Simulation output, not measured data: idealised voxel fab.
Process module heading - voxel fin reveal
It is cross-section cut that appears here, measuring 285 nm in width, its square cells being 5 nm in size.
Just so we're on the same page, the cross-sections are grids of square cells, and they're listed out in bands top to bottom, each band one or more rows deep.
It is stipulated that each band's entry specify, in nanometres, the height of the top of the band and then that of its bottom, followed by the materials of the band in left-to-right sequence, each together with its width in nanometres. A single material marked by the word "full width" is understood to fill the band from edge to edge; the word "blank" is understood to denote empty space.
Heights from 0 (as-received wafer is one material below). Bottom band endless downward, as "z 0 and below".
A width given as "30->40" starts at the first number in the band's top row and ends at the second number in its bottom row, shifting by an equal amount at every step from row to row.
Step note "identical to before" = no cross-section cell changed.
Under "Voids, sealed" you'll find the enclosed gaps, the ones with no way out to the top, that are 8 cells or bigger; each reads width x height at distance, with distance counted from the left edge, everything in nm.
Text after the settings on a step's line: the simulator's own remark on that step.
overlay nm: mask right of planned place by this much (step with mask). Neg. = left.
[This section lists the process steps that were planned]
- 1: RECEIVE | material Si
- 2: CONFORMAL_DEP | material SiN | thk nm 5
- 3: MASKED_ETCH | tone cover | mask id FINS | width nm 15 | pitch nm 45 | etch materials SiN | depth nm 5 | overlay nm 0
- 4: MASKED_ETCH | tone cover | mask id FINS | width nm 15 | pitch nm 45 | etch materials Si | depth nm 40 | overlay nm 0
- 5: FILL_DEP | material SiO2 | thk nm 5
- 6: CMP | height nm 5
- 7: SELECTIVE_ETCH | etch materials SiO2 | depth nm 30
- 8: STRIP | etch materials SiN
Heads up: all these wafers start the same, and what changes between them is the thk nm in step 2. The value you see in the plan is just what the first wafer got.
[As received, i.e. after step 1: cross-section through the first of several wafers]
	z 0 and below  Si full width
	Voids, sealed: none
[Every row in this table is a wafer at the end of the module, and it gives, for each of the materials, the cells that wafer has gained (+) or lost (-) since it was received, then its closed voids]
thk nm 5; -408 Si; +153 SiO2; Voids, sealed: none
thk nm 10; not one cell of the cross-section changed; Voids, sealed: none
thk nm 15; not one cell of the cross-section changed; Voids, sealed: none
thk nm 20; not one cell of the cross-section changed; Voids, sealed: none
